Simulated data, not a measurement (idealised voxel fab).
A process module follows: voxel self aligned contacts.
Section shown: cut. Width: 255 nm. Cell size: 5 nm, square.
Each cross-section below is a grid of square cells, stated as bands in top-down order, with one or more rows of cells making up each band. Read a band's entry like this: the first values are the height of its top and the height of its bottom in nm, and what follows is the sequence of materials from left to right, each with its width in nm. Note that "blank" is empty space, and that a single material marked "everywhere" reaches across the band from edge to edge. Basically, 0 is our baseline, since under it the wafer straight out of the box is all one material. The bottom band has no lower end and keeps on going down, so it looks like "0..down". Quick explanation for "30 to 40": the width changes in equal steps down the rows of cells, from the first number in the band's top row to the second number in its bottom row. Step note "nothing was modified" = no cross-section cell changed. If an empty space has no open way to the top and is at least 8 cells in size, "Sealed internal cavities" lists it, written width x height at distance, where distance is measured from the left edge and every value is in nm. Anything after a step's settings on that line? It's the simulator's own note about the step. Regarding "overlay nm": on a step with a mask, it is the distance the mask lay to the right of its planned place; a negative value places it to the left. What follows is a series of pairs. Each pair shows a cross-section before one process step and the cross-section after it, and the after view is drawn only down to the lowest band that changed. Beneath each pair is the step that lies between the two, with its settings. Pairs may come from different runs of this module on the same starting wafer, so a pair continues from the one above it only where its entry headed "Pre-process" says so.

Pre-process
  0..down = Si everywhere
  Sealed internal cavities: none

after
  5..0 = SiO2 everywhere
  All layers under 0 are left as they were.
  Sealed internal cavities: none
Applied between the two views above: CONFORMAL_DEP: material SiO2, thk nm 5

Pre-process: Reference is made to the cross-section shown after the step in the pair directly above, which represents the state prior to this step.

after
  35..5 = polySi everywhere
  All layers under 5 are left as they were.
  Sealed internal cavities: none
Applied between the two views above: DIRECTIONAL_DEP: material polySi, thk nm 30

Pre-process: Reference is made to the cross-section shown after the step in the pair directly above, which represents the state prior to this step.

after
  55..35 = SiN everywhere
  All layers under 35 are left as they were.
  Sealed internal cavities: none
Applied between the two views above: DIRECTIONAL_DEP: material SiN, thk nm 20

Pre-process: Reference is made to the cross-section shown after the step in the pair directly above, which represents the state prior to this step.

after
  55..35 = 70 nm blank; 35 nm SiN; 45 nm blank; 35 nm SiN; 70 nm blank
  All layers under 35 are left as they were.
  Sealed internal cavities: none
Applied between the two views above: MASKED_ETCH: tone cover, mask id GATE, width nm 35, pitch nm 80, etch materials SiN, depth nm 20, overlay nm 0

Pre-process: Reference is made to the cross-section shown after the step in the pair directly above, which represents the state prior to this step.

after
  55..35 = 70 nm blank; 35 nm SiN; 45 nm blank; 35 nm SiN; 70 nm blank
  35..5 = 70 nm blank; 35 nm polySi; 45 nm blank; 35 nm polySi; 70 nm blank
  All layers under 5 are left as they were.
  Sealed internal cavities: none
Applied between the two views above: MASKED_ETCH: tone cover, mask id GATE, width nm 35, pitch nm 80, etch materials polySi, depth nm 30, overlay nm 0

Pre-process: Reference is made to the cross-section shown after the step in the pair directly above, which represents the state prior to this step.

after
  65..35 = 60 nm blank; 55 nm SiN; 25 nm blank; 55 nm SiN; 60 nm blank
  35..15 = 60 nm blank; 10 nm SiN; 35 nm polySi; 10 nm SiN; 25 nm blank; 10 nm SiN; 35 nm polySi; 10 nm SiN; 60 nm blank
  15..5 = 70 nm SiN; 35 nm polySi; 45 nm SiN; 35 nm polySi; 70 nm SiN
  All layers under 5 are left as they were.
  Sealed internal cavities: none
Applied between the two views above: CONFORMAL_DEP: material SiN, thk nm 10

Pre-process: Reference is made to the cross-section shown after the step in the pair directly above, which represents the state prior to this step.

after
  55..35 = 60 nm blank; 55 nm SiN; 25 nm blank; 55 nm SiN; 60 nm blank
  35..5 = 60 nm blank; 10 nm SiN; 35 nm polySi; 10 nm SiN; 25 nm blank; 10 nm SiN; 35 nm polySi; 10 nm SiN; 60 nm blank
  All layers under 5 are left as they were.
  Sealed internal cavities: none
Applied between the two views above: DIRECTIONAL_ETCH: etch materials SiN, depth nm 10

Pre-process: Reference is made to the cross-section shown after the step in the pair directly above, which represents the state prior to this step.

after
  70..55 = SiO2 everywhere
  55..35 = 60 nm SiO2; 55 nm SiN; 25 nm SiO2; 55 nm SiN; 60 nm SiO2
  35..5 = 60 nm SiO2; 10 nm SiN; 35 nm polySi; 10 nm SiN; 25 nm SiO2; 10 nm SiN; 35 nm polySi; 10 nm SiN; 60 nm SiO2
  All layers under 5 are left as they were.
  Sealed internal cavities: none
Applied between the two views above: FILL_DEP: material SiO2, thk nm 15

Pre-process: Reference is made to the cross-section shown after the step in the pair directly above, which represents the state prior to this step.

after
  65..55 = SiO2 everywhere
  All layers under 55 are left as they were.
  Sealed internal cavities: none
Applied between the two views above: CMP: height nm 65

Pre-process: Reference is made to the cross-section shown after the step in the pair directly above, which represents the state prior to this step.

after
  85..65 = 95 nm resist; 65 nm blank; 95 nm resist
  All layers under 65 are left as they were.
  Sealed internal cavities: none
Applied between the two views above: PATTERN: tone open, mask id CONTACT, material resist, width nm 65, thk nm 20, overlay nm 0

Pre-process: Reference is made to the cross-section shown after the step in the pair directly above, which represents the state prior to this step.

after
  85..65 = 95 nm resist; 65 nm blank; 95 nm resist
  65..55 = 95 nm SiO2; 65 nm blank; 95 nm SiO2
  55..35 = 60 nm SiO2; 55 nm SiN; 25 nm blank; 55 nm SiN; 60 nm SiO2
  35..5 = 60 nm SiO2; 10 nm SiN; 35 nm polySi; 10 nm SiN; 25 nm blank; 10 nm SiN; 35 nm polySi; 10 nm SiN; 60 nm SiO2
  5..0 = 115 nm SiO2; 25 nm blank; 115 nm SiO2
  All layers under 0 are left as they were.
  Sealed internal cavities: none
Applied between the two views above: DIRECTIONAL_ETCH: etch materials SiO2, depth nm 65

Pre-process: Reference is made to the cross-section shown after the step in the pair directly above, which represents the state prior to this step.

after
  65..55 = 95 nm SiO2; 65 nm blank; 95 nm SiO2
  All layers under 55 are left as they were.
  Sealed internal cavities: none
Applied between the two views above: STRIP: etch materials resist

Pre-process: Reference is made to the cross-section shown after the step in the pair directly above, which represents the state prior to this step.

after
  70..65 = 100 nm TiN; 55 nm blank; 100 nm TiN
  65..55 = 95 nm SiO2; 5 to 25 nm TiN; 55 to 15 nm blank; 5 to 25 nm TiN; 95 nm SiO2
  55..35 = 60 nm SiO2; 55 nm SiN; 5 nm TiN; 15 nm blank; 5 nm TiN; 55 nm SiN; 60 nm SiO2
  35..5 = 60 nm SiO2; 10 nm SiN; 35 nm polySi; 10 nm SiN; 5 nm TiN; 15 nm blank; 5 nm TiN; 10 nm SiN; 35 nm polySi; 10 nm SiN; 60 nm SiO2
  5..0 = 115 nm SiO2; 25 nm TiN; 115 nm SiO2
  All layers under 0 are left as they were.
  Sealed internal cavities: none
Applied between the two views above: CONFORMAL_DEP: material TiN, thk nm 5

Pre-process: Reference is made to the cross-section shown after the step in the pair directly above, which represents the state prior to this step.

after
  75..70 = Ru everywhere
  70..65 = 100 nm TiN; 55 nm Ru; 100 nm TiN
  65..55 = 95 nm SiO2; 5 to 25 nm TiN; 55 to 15 nm Ru; 5 to 25 nm TiN; 95 nm SiO2
  55..35 = 60 nm SiO2; 55 nm SiN; 5 nm TiN; 15 nm Ru; 5 nm TiN; 55 nm SiN; 60 nm SiO2
  35..5 = 60 nm SiO2; 10 nm SiN; 35 nm polySi; 10 nm SiN; 5 nm TiN; 15 nm Ru; 5 nm TiN; 10 nm SiN; 35 nm polySi; 10 nm SiN; 60 nm SiO2
  All layers under 5 are left as they were.
  Sealed internal cavities: none
Applied between the two views above: FILL_DEP: material Ru, thk nm 5

Pre-process: Reference is made to the cross-section shown after the step in the pair directly above, which represents the state prior to this step.

after
  65..55 = 95 nm SiO2; 5 to 25 nm TiN; 55 to 15 nm Ru; 5 to 25 nm TiN; 95 nm SiO2
  All layers under 55 are left as they were.
  Sealed internal cavities: none
Applied between the two views above: CMP: height nm 65

Pre-process: Reference is made to the cross-section shown after the step in the pair directly above, which represents the state prior to this step.

after
  70..65 = SiCN everywhere
  All layers under 65 are left as they were.
  Sealed internal cavities: none
Applied between the two views above: CONFORMAL_DEP: material SiCN, thk nm 5

Pre-process
  0..down = Si everywhere
  Sealed internal cavities: none

after
  30..0 = polySi everywhere
  All layers under 0 are left as they were.
  Sealed internal cavities: none
Applied between the two views above: DIRECTIONAL_DEP: material polySi, thk nm 30

Pre-process: Reference is made to the cross-section shown after the step in the pair directly above, which represents the state prior to this step.

after
  50..30 = SiN everywhere
  All layers under 30 are left as they were.
  Sealed internal cavities: none
Applied between the two views above: DIRECTIONAL_DEP: material SiN, thk nm 20

Pre-process: Reference is made to the cross-section shown after the step in the pair directly above, which represents the state prior to this step.

after
  50..30 = 70 nm blank; 35 nm SiN; 45 nm blank; 35 nm SiN; 70 nm blank
  All layers under 30 are left as they were.
  Sealed internal cavities: none
Applied between the two views above: MASKED_ETCH: tone cover, mask id GATE, width nm 35, pitch nm 80, etch materials SiN, depth nm 20, overlay nm 0

Pre-process: Reference is made to the cross-section shown after the step in the pair directly above, which represents the state prior to this step.

after
  50..30 = 70 nm blank; 35 nm SiN; 45 nm blank; 35 nm SiN; 70 nm blank
  30..0 = 70 nm blank; 35 nm polySi; 45 nm blank; 35 nm polySi; 70 nm blank
  All layers under 0 are left as they were.
  Sealed internal cavities: none
Applied between the two views above: MASKED_ETCH: tone cover, mask id GATE, width nm 35, pitch nm 80, etch materials polySi, depth nm 30, overlay nm 0

Pre-process: Reference is made to the cross-section shown after the step in the pair directly above, which represents the state prior to this step.

after
  60..30 = 60 nm blank; 55 nm SiN; 25 nm blank; 55 nm SiN; 60 nm blank
  30..10 = 60 nm blank; 10 nm SiN; 35 nm polySi; 10 nm SiN; 25 nm blank; 10 nm SiN; 35 nm polySi; 10 nm SiN; 60 nm blank
  10..0 = 70 nm SiN; 35 nm polySi; 45 nm SiN; 35 nm polySi; 70 nm SiN
  All layers under 0 are left as they were.
  Sealed internal cavities: none
Applied between the two views above: CONFORMAL_DEP: material SiN, thk nm 10

Pre-process: Reference is made to the cross-section shown after the step in the pair directly above, which represents the state prior to this step.

after
  50..30 = 60 nm blank; 55 nm SiN; 25 nm blank; 55 nm SiN; 60 nm blank
  30..0 = 60 nm blank; 10 nm SiN; 35 nm polySi; 10 nm SiN; 25 nm blank; 10 nm SiN; 35 nm polySi; 10 nm SiN; 60 nm blank
  All layers under 0 are left as they were.
  Sealed internal cavities: none
Applied between the two views above: DIRECTIONAL_ETCH: etch materials SiN, depth nm 10

Pre-process: Reference is made to the cross-section shown after the step in the pair directly above, which represents the state prior to this step.

after
  65..50 = SiO2 everywhere
  50..30 = 60 nm SiO2; 55 nm SiN; 25 nm SiO2; 55 nm SiN; 60 nm SiO2
  30..0 = 60 nm SiO2; 10 nm SiN; 35 nm polySi; 10 nm SiN; 25 nm SiO2; 10 nm SiN; 35 nm polySi; 10 nm SiN; 60 nm SiO2
  All layers under 0 are left as they were.
  Sealed internal cavities: none
Applied between the two views above: FILL_DEP: material SiO2, thk nm 15

Pre-process: Reference is made to the cross-section shown after the step in the pair directly above, which represents the state prior to this step.

after
  85..65 = 95 nm resist; 65 nm blank; 95 nm resist
  All layers under 65 are left as they were.
  Sealed internal cavities: none
Applied between the two views above: PATTERN: tone open, mask id CONTACT, material resist, width nm 65, thk nm 20, overlay nm 0

Pre-process: Reference is made to the cross-section shown after the step in the pair directly above, which represents the state prior to this step.

after
  85..65 = 95 nm resist; 65 nm blank; 95 nm resist
  65..50 = 95 nm SiO2; 65 nm blank; 95 nm SiO2
  50..30 = 60 nm SiO2; 55 nm SiN; 25 nm blank; 55 nm SiN; 60 nm SiO2
  30..0 = 60 nm SiO2; 10 nm SiN; 35 nm polySi; 10 nm SiN; 25 nm blank; 10 nm SiN; 35 nm polySi; 10 nm SiN; 60 nm SiO2
  All layers under 0 are left as they were.
  Sealed internal cavities: none
Applied between the two views above: DIRECTIONAL_ETCH: etch materials SiO2, depth nm 65

Pre-process: Reference is made to the cross-section shown after the step in the pair directly above, which represents the state prior to this step.

after
  65..50 = 95 nm SiO2; 65 nm blank; 95 nm SiO2
  All layers under 50 are left as they were.
  Sealed internal cavities: none
Applied between the two views above: STRIP: etch materials resist

Pre-process: Reference is made to the cross-section shown after the step in the pair directly above, which represents the state prior to this step.

after
  70..65 = 100 nm TiN; 55 nm blank; 100 nm TiN
  65..55 = 95 nm SiO2; 5 nm TiN; 55 nm blank; 5 nm TiN; 95 nm SiO2
  55..50 = 95 nm SiO2; 25 nm TiN; 15 nm blank; 25 nm TiN; 95 nm SiO2
  50..30 = 60 nm SiO2; 55 nm SiN; 5 nm TiN; 15 nm blank; 5 nm TiN; 55 nm SiN; 60 nm SiO2
  30..5 = 60 nm SiO2; 10 nm SiN; 35 nm polySi; 10 nm SiN; 5 nm TiN; 15 nm blank; 5 nm TiN; 10 nm SiN; 35 nm polySi; 10 nm SiN; 60 nm SiO2
  5..0 = 60 nm SiO2; 10 nm SiN; 35 nm polySi; 10 nm SiN; 25 nm TiN; 10 nm SiN; 35 nm polySi; 10 nm SiN; 60 nm SiO2
  All layers under 0 are left as they were.
  Sealed internal cavities: none
Applied between the two views above: CONFORMAL_DEP: material TiN, thk nm 5

Pre-process: Reference is made to the cross-section shown after the step in the pair directly above, which represents the state prior to this step.

after
  75..70 = Ru everywhere
  70..65 = 100 nm TiN; 55 nm Ru; 100 nm TiN
  65..55 = 95 nm SiO2; 5 nm TiN; 55 nm Ru; 5 nm TiN; 95 nm SiO2
  55..50 = 95 nm SiO2; 25 nm TiN; 15 nm Ru; 25 nm TiN; 95 nm SiO2
  50..30 = 60 nm SiO2; 55 nm SiN; 5 nm TiN; 15 nm Ru; 5 nm TiN; 55 nm SiN; 60 nm SiO2
  30..5 = 60 nm SiO2; 10 nm SiN; 35 nm polySi; 10 nm SiN; 5 nm TiN; 15 nm Ru; 5 nm TiN; 10 nm SiN; 35 nm polySi; 10 nm SiN; 60 nm SiO2
  All layers under 5 are left as they were.
  Sealed internal cavities: none
Applied between the two views above: FILL_DEP: material Ru, thk nm 5

Pre-process: Reference is made to the cross-section shown after the step in the pair directly above, which represents the state prior to this step.

after
  65..55 = 95 nm SiO2; 5 nm TiN; 55 nm Ru; 5 nm TiN; 95 nm SiO2
  All layers under 55 are left as they were.
  Sealed internal cavities: none
Applied between the two views above: CMP: height nm 65

Pre-process: Reference is made to the cross-section shown after the step in the pair directly above, which represents the state prior to this step.

after
  70..65 = SiCN everywhere
  All layers under 65 are left as they were.
  Sealed internal cavities: none
Applied between the two views above: CONFORMAL_DEP: material SiCN, thk nm 5

Pre-process
  35..5 = polySi everywhere
  5..0 = SiO2 everywhere
  0..down = Si everywhere
  Sealed internal cavities: none

after
  65..5 = polySi everywhere
  All layers under 5 are left as they were.
  Sealed internal cavities: none
Applied between the two views above: DIRECTIONAL_DEP: material polySi, thk nm 30

Pre-process: Reference is made to the cross-section shown after the step in the pair directly above, which represents the state prior to this step.

after
  85..65 = SiN everywhere
  All layers under 65 are left as they were.
  Sealed internal cavities: none
Applied between the two views above: DIRECTIONAL_DEP: material SiN, thk nm 20

Pre-process: Reference is made to the cross-section shown after the step in the pair directly above, which represents the state prior to this step.

after
  85..65 = 70 nm blank; 35 nm SiN; 45 nm blank; 35 nm SiN; 70 nm blank
  All layers under 65 are left as they were.
  Sealed internal cavities: none
Applied between the two views above: MASKED_ETCH: tone cover, mask id GATE, width nm 35, pitch nm 80, etch materials SiN, depth nm 20, overlay nm 0

Pre-process: Reference is made to the cross-section shown after the step in the pair directly above, which represents the state prior to this step.

after
  85..65 = 70 nm blank; 35 nm SiN; 45 nm blank; 35 nm SiN; 70 nm blank
  65..35 = 70 nm blank; 35 nm polySi; 45 nm blank; 35 nm polySi; 70 nm blank
  All layers under 35 are left as they were.
  Sealed internal cavities: none
Applied between the two views above: MASKED_ETCH: tone cover, mask id GATE, width nm 35, pitch nm 80, etch materials polySi, depth nm 30, overlay nm 0

Pre-process: Reference is made to the cross-section shown after the step in the pair directly above, which represents the state prior to this step.

after
  95..65 = 60 nm blank; 55 nm SiN; 25 nm blank; 55 nm SiN; 60 nm blank
  65..45 = 60 nm blank; 10 nm SiN; 35 nm polySi; 10 nm SiN; 25 nm blank; 10 nm SiN; 35 nm polySi; 10 nm SiN; 60 nm blank
  45..35 = 70 nm SiN; 35 nm polySi; 45 nm SiN; 35 nm polySi; 70 nm SiN
  All layers under 35 are left as they were.
  Sealed internal cavities: none
Applied between the two views above: CONFORMAL_DEP: material SiN, thk nm 10

Pre-process: Reference is made to the cross-section shown after the step in the pair directly above, which represents the state prior to this step.

after
  85..65 = 60 nm blank; 55 nm SiN; 25 nm blank; 55 nm SiN; 60 nm blank
  65..35 = 60 nm blank; 10 nm SiN; 35 nm polySi; 10 nm SiN; 25 nm blank; 10 nm SiN; 35 nm polySi; 10 nm SiN; 60 nm blank
  All layers under 35 are left as they were.
  Sealed internal cavities: none
Applied between the two views above: DIRECTIONAL_ETCH: etch materials SiN, depth nm 10

Pre-process: Reference is made to the cross-section shown after the step in the pair directly above, which represents the state prior to this step.

after
  100..85 = SiO2 everywhere
  85..65 = 60 nm SiO2; 55 nm SiN; 25 nm SiO2; 55 nm SiN; 60 nm SiO2
  65..35 = 60 nm SiO2; 10 nm SiN; 35 nm polySi; 10 nm SiN; 25 nm SiO2; 10 nm SiN; 35 nm polySi; 10 nm SiN; 60 nm SiO2
  All layers under 35 are left as they were.
  Sealed internal cavities: none
Applied between the two views above: FILL_DEP: material SiO2, thk nm 15

Pre-process: Reference is made to the cross-section shown after the step in the pair directly above, which represents the state prior to this step.

after
  65..35 = 60 nm SiO2; 10 nm SiN; 35 nm polySi; 10 nm SiN; 25 nm SiO2; 10 nm SiN; 35 nm polySi; 10 nm SiN; 60 nm SiO2
  All layers under 35 are left as they were.
  Sealed internal cavities: none
Applied between the two views above: CMP: height nm 65

Pre-process: Reference is made to the cross-section shown after the step in the pair directly above, which represents the state prior to this step.

after
  85..65 = 95 nm resist; 65 nm blank; 95 nm resist
  All layers under 65 are left as they were.
  Sealed internal cavities: none
Applied between the two views above: PATTERN: tone open, mask id CONTACT, material resist, width nm 65, thk nm 20, overlay nm 0

Pre-process: Reference is made to the cross-section shown after the step in the pair directly above, which represents the state prior to this step.

after
  85..65 = 95 nm resist; 65 nm blank; 95 nm resist
  65..35 = 60 nm SiO2; 10 nm SiN; 35 nm polySi; 10 nm SiN; 25 nm blank; 10 nm SiN; 35 nm polySi; 10 nm SiN; 60 nm SiO2
  All layers under 35 are left as they were.
  Sealed internal cavities: none
Applied between the two views above: DIRECTIONAL_ETCH: etch materials SiO2, depth nm 65

Pre-process: Reference is made to the cross-section shown after the step in the pair directly above, which represents the state prior to this step.

after
  65..35 = 60 nm SiO2; 10 nm SiN; 35 nm polySi; 10 nm SiN; 25 nm blank; 10 nm SiN; 35 nm polySi; 10 nm SiN; 60 nm SiO2
  All layers under 35 are left as they were.
  Sealed internal cavities: none
Applied between the two views above: STRIP: etch materials resist

Pre-process: Reference is made to the cross-section shown after the step in the pair directly above, which represents the state prior to this step.

after
  70..65 = 120 nm TiN; 15 nm blank; 120 nm TiN
  65..40 = 60 nm SiO2; 10 nm SiN; 35 nm polySi; 10 nm SiN; 5 nm TiN; 15 nm blank; 5 nm TiN; 10 nm SiN; 35 nm polySi; 10 nm SiN; 60 nm SiO2
  40..35 = 60 nm SiO2; 10 nm SiN; 35 nm polySi; 10 nm SiN; 25 nm TiN; 10 nm SiN; 35 nm polySi; 10 nm SiN; 60 nm SiO2
  All layers under 35 are left as they were.
  Sealed internal cavities: none
Applied between the two views above: CONFORMAL_DEP: material TiN, thk nm 5

Pre-process: Reference is made to the cross-section shown after the step in the pair directly above, which represents the state prior to this step.

after
  75..70 = Ru everywhere
  70..65 = 120 nm TiN; 15 nm Ru; 120 nm TiN
  65..40 = 60 nm SiO2; 10 nm SiN; 35 nm polySi; 10 nm SiN; 5 nm TiN; 15 nm Ru; 5 nm TiN; 10 nm SiN; 35 nm polySi; 10 nm SiN; 60 nm SiO2
  All layers under 40 are left as they were.
  Sealed internal cavities: none
Applied between the two views above: FILL_DEP: material Ru, thk nm 5

Pre-process: Reference is made to the cross-section shown after the step in the pair directly above, which represents the state prior to this step.

after
  65..40 = 60 nm SiO2; 10 nm SiN; 35 nm polySi; 10 nm SiN; 5 nm TiN; 15 nm Ru; 5 nm TiN; 10 nm SiN; 35 nm polySi; 10 nm SiN; 60 nm SiO2
  All layers under 40 are left as they were.
  Sealed internal cavities: none
Applied between the two views above: CMP: height nm 65

Pre-process: Reference is made to the cross-section shown after the step in the pair directly above, which represents the state prior to this step.

after
  70..65 = SiCN everywhere
  All layers under 65 are left as they were.
  Sealed internal cavities: none
Applied between the two views above: CONFORMAL_DEP: material SiCN, thk nm 5

Pre-process
  55..35 = 70 nm blank; 35 nm SiN; 45 nm blank; 35 nm SiN; 70 nm blank
  35..5 = 70 nm blank; 35 nm polySi; 45 nm blank; 35 nm polySi; 70 nm blank
  5..0 = SiO2 everywhere
  0..down = Si everywhere
  Sealed internal cavities: none

after
  45..35 = 70 nm blank; 35 nm SiN; 45 nm blank; 35 nm SiN; 70 nm blank
  All layers under 35 are left as they were.
  Sealed internal cavities: none
Applied between the two views above: DIRECTIONAL_ETCH: etch materials SiN, depth nm 10

Pre-process: Reference is made to the cross-section shown after the step in the pair directly above, which represents the state prior to this step.

after
  55..35 = 60 nm blank; 55 nm SiN; 25 nm blank; 55 nm SiN; 60 nm blank
  35..15 = 60 nm blank; 10 nm SiN; 35 nm polySi; 10 nm SiN; 25 nm blank; 10 nm SiN; 35 nm polySi; 10 nm SiN; 60 nm blank
  15..5 = 70 nm SiN; 35 nm polySi; 45 nm SiN; 35 nm polySi; 70 nm SiN
  All layers under 5 are left as they were.
  Sealed internal cavities: none
Applied between the two views above: CONFORMAL_DEP: material SiN, thk nm 10

Pre-process: Reference is made to the cross-section shown after the step in the pair directly above, which represents the state prior to this step.

after
  70..55 = SiO2 everywhere
  55..35 = 60 nm SiO2; 55 nm SiN; 25 nm SiO2; 55 nm SiN; 60 nm SiO2
  35..15 = 60 nm SiO2; 10 nm SiN; 35 nm polySi; 10 nm SiN; 25 nm SiO2; 10 nm SiN; 35 nm polySi; 10 nm SiN; 60 nm SiO2
  All layers under 15 are left as they were.
  Sealed internal cavities: none
Applied between the two views above: FILL_DEP: material SiO2, thk nm 15

Pre-process: Reference is made to the cross-section shown after the step in the pair directly above, which represents the state prior to this step.

after
  65..55 = SiO2 everywhere
  All layers under 55 are left as they were.
  Sealed internal cavities: none
Applied between the two views above: CMP: height nm 65

Pre-process: Reference is made to the cross-section shown after the step in the pair directly above, which represents the state prior to this step.

after
  85..65 = 95 nm resist; 65 nm blank; 95 nm resist
  All layers under 65 are left as they were.
  Sealed internal cavities: none
Applied between the two views above: PATTERN: tone open, mask id CONTACT, material resist, width nm 65, thk nm 20, overlay nm 0

Pre-process: Reference is made to the cross-section shown after the step in the pair directly above, which represents the state prior to this step.

after
  85..65 = 95 nm resist; 65 nm blank; 95 nm resist
  65..55 = 95 nm SiO2; 65 nm blank; 95 nm SiO2
  55..35 = 60 nm SiO2; 55 nm SiN; 25 nm blank; 55 nm SiN; 60 nm SiO2
  35..15 = 60 nm SiO2; 10 nm SiN; 35 nm polySi; 10 nm SiN; 25 nm blank; 10 nm SiN; 35 nm polySi; 10 nm SiN; 60 nm SiO2
  All layers under 15 are left as they were.
  Sealed internal cavities: none
Applied between the two views above: DIRECTIONAL_ETCH: etch materials SiO2, depth nm 65

Pre-process: Reference is made to the cross-section shown after the step in the pair directly above, which represents the state prior to this step.

after
  65..55 = 95 nm SiO2; 65 nm blank; 95 nm SiO2
  All layers under 55 are left as they were.
  Sealed internal cavities: none
Applied between the two views above: STRIP: etch materials resist

Pre-process: Reference is made to the cross-section shown after the step in the pair directly above, which represents the state prior to this step.

after
  70..65 = 100 nm TiN; 55 nm blank; 100 nm TiN
  65..55 = 95 nm SiO2; 5 to 25 nm TiN; 55 to 15 nm blank; 5 to 25 nm TiN; 95 nm SiO2
  55..35 = 60 nm SiO2; 55 nm SiN; 5 nm TiN; 15 nm blank; 5 nm TiN; 55 nm SiN; 60 nm SiO2
  35..20 = 60 nm SiO2; 10 nm SiN; 35 nm polySi; 10 nm SiN; 5 nm TiN; 15 nm blank; 5 nm TiN; 10 nm SiN; 35 nm polySi; 10 nm SiN; 60 nm SiO2
  20..15 = 60 nm SiO2; 10 nm SiN; 35 nm polySi; 10 nm SiN; 25 nm TiN; 10 nm SiN; 35 nm polySi; 10 nm SiN; 60 nm SiO2
  All layers under 15 are left as they were.
  Sealed internal cavities: none
Applied between the two views above: CONFORMAL_DEP: material TiN, thk nm 5

Pre-process: Reference is made to the cross-section shown after the step in the pair directly above, which represents the state prior to this step.

after
  75..70 = Ru everywhere
  70..65 = 100 nm TiN; 55 nm Ru; 100 nm TiN
  65..55 = 95 nm SiO2; 5 to 25 nm TiN; 55 to 15 nm Ru; 5 to 25 nm TiN; 95 nm SiO2
  55..35 = 60 nm SiO2; 55 nm SiN; 5 nm TiN; 15 nm Ru; 5 nm TiN; 55 nm SiN; 60 nm SiO2
  35..20 = 60 nm SiO2; 10 nm SiN; 35 nm polySi; 10 nm SiN; 5 nm TiN; 15 nm Ru; 5 nm TiN; 10 nm SiN; 35 nm polySi; 10 nm SiN; 60 nm SiO2
  All layers under 20 are left as they were.
  Sealed internal cavities: none
Applied between the two views above: FILL_DEP: material Ru, thk nm 5

Pre-process: Reference is made to the cross-section shown after the step in the pair directly above, which represents the state prior to this step.

after
  65..55 = 95 nm SiO2; 5 to 25 nm TiN; 55 to 15 nm Ru; 5 to 25 nm TiN; 95 nm SiO2
  All layers under 55 are left as they were.
  Sealed internal cavities: none
Applied between the two views above: CMP: height nm 65

Pre-process: Reference is made to the cross-section shown after the step in the pair directly above, which represents the state prior to this step.

after
  70..65 = SiCN everywhere
  All layers under 65 are left as they were.
  Sealed internal cavities: none
Applied between the two views above: CONFORMAL_DEP: material SiCN, thk nm 5

Pre-process
  70..55 = SiO2 everywhere
  55..35 = 60 nm SiO2; 55 nm SiN; 25 nm SiO2; 55 nm SiN; 60 nm SiO2
  35..5 = 60 nm SiO2; 10 nm SiN; 35 nm polySi; 10 nm SiN; 25 nm SiO2; 10 nm SiN; 35 nm polySi; 10 nm SiN; 60 nm SiO2
  5..0 = SiO2 everywhere
  0..down = Si everywhere
  Sealed internal cavities: none

after
  60..55 = SiO2 everywhere
  All layers under 55 are left as they were.
  Sealed internal cavities: none
Applied between the two views above: CMP: height nm 60

Pre-process: Reference is made to the cross-section shown after the step in the pair directly above, which represents the state prior to this step.

after
  80..60 = 95 nm resist; 65 nm blank; 95 nm resist
  All layers under 60 are left as they were.
  Sealed internal cavities: none
Applied between the two views above: PATTERN: tone open, mask id CONTACT, material resist, width nm 65, thk nm 20, overlay nm 0

Pre-process: Reference is made to the cross-section shown after the step in the pair directly above, which represents the state prior to this step.

after
  80..60 = 95 nm resist; 65 nm blank; 95 nm resist
  60..55 = 95 nm SiO2; 65 nm blank; 95 nm SiO2
  55..35 = 60 nm SiO2; 55 nm SiN; 25 nm blank; 55 nm SiN; 60 nm SiO2
  35..5 = 60 nm SiO2; 10 nm SiN; 35 nm polySi; 10 nm SiN; 25 nm blank; 10 nm SiN; 35 nm polySi; 10 nm SiN; 60 nm SiO2
  5..0 = 115 nm SiO2; 25 nm blank; 115 nm SiO2
  All layers under 0 are left as they were.
  Sealed internal cavities: none
Applied between the two views above: DIRECTIONAL_ETCH: etch materials SiO2, depth nm 65

Pre-process: Reference is made to the cross-section shown after the step in the pair directly above, which represents the state prior to this step.

after
  60..55 = 95 nm SiO2; 65 nm blank; 95 nm SiO2
  All layers under 55 are left as they were.
  Sealed internal cavities: none
Applied between the two views above: STRIP: etch materials resist

Pre-process: Reference is made to the cross-section shown after the step in the pair directly above, which represents the state prior to this step.

after
  65..60 = 100 nm TiN; 55 nm blank; 100 nm TiN
  60..55 = 95 nm SiO2; 25 nm TiN; 15 nm blank; 25 nm TiN; 95 nm SiO2
  55..35 = 60 nm SiO2; 55 nm SiN; 5 nm TiN; 15 nm blank; 5 nm TiN; 55 nm SiN; 60 nm SiO2
  35..5 = 60 nm SiO2; 10 nm SiN; 35 nm polySi; 10 nm SiN; 5 nm TiN; 15 nm blank; 5 nm TiN; 10 nm SiN; 35 nm polySi; 10 nm SiN; 60 nm SiO2
  5..0 = 115 nm SiO2; 25 nm TiN; 115 nm SiO2
  All layers under 0 are left as they were.
  Sealed internal cavities: none
Applied between the two views above: CONFORMAL_DEP: material TiN, thk nm 5

Pre-process: Reference is made to the cross-section shown after the step in the pair directly above, which represents the state prior to this step.

after
  70..65 = Ru everywhere
  65..60 = 100 nm TiN; 55 nm Ru; 100 nm TiN
  60..55 = 95 nm SiO2; 25 nm TiN; 15 nm Ru; 25 nm TiN; 95 nm SiO2
  55..35 = 60 nm SiO2; 55 nm SiN; 5 nm TiN; 15 nm Ru; 5 nm TiN; 55 nm SiN; 60 nm SiO2
  35..5 = 60 nm SiO2; 10 nm SiN; 35 nm polySi; 10 nm SiN; 5 nm TiN; 15 nm Ru; 5 nm TiN; 10 nm SiN; 35 nm polySi; 10 nm SiN; 60 nm SiO2
  All layers under 5 are left as they were.
  Sealed internal cavities: none
Applied between the two views above: FILL_DEP: material Ru, thk nm 5

Pre-process: Reference is made to the cross-section shown after the step in the pair directly above, which represents the state prior to this step.

after
  65..60 = 100 nm TiN; 55 nm Ru; 100 nm TiN
  All layers under 60 are left as they were.
  Sealed internal cavities: none
Applied between the two views above: CMP: height nm 65

Pre-process: Reference is made to the cross-section shown after the step in the pair directly above, which represents the state prior to this step.

after
  70..65 = SiCN everywhere
  All layers under 65 are left as they were.
  Sealed internal cavities: none
Applied between the two views above: CONFORMAL_DEP: material SiCN, thk nm 5

Pre-process
  55..35 = SiN everywhere
  35..5 = polySi everywhere
  5..0 = SiO2 everywhere
  0..down = Si everywhere
  Sealed internal cavities: none

after
  55..35 = 75 nm blank; 25 nm SiN; 55 nm blank; 25 nm SiN; 75 nm blank
  All layers under 35 are left as they were.
  Sealed internal cavities: none
Applied between the two views above: MASKED_ETCH: tone cover, mask id GATE, width nm 25, pitch nm 80, etch materials SiN, depth nm 20, overlay nm 0
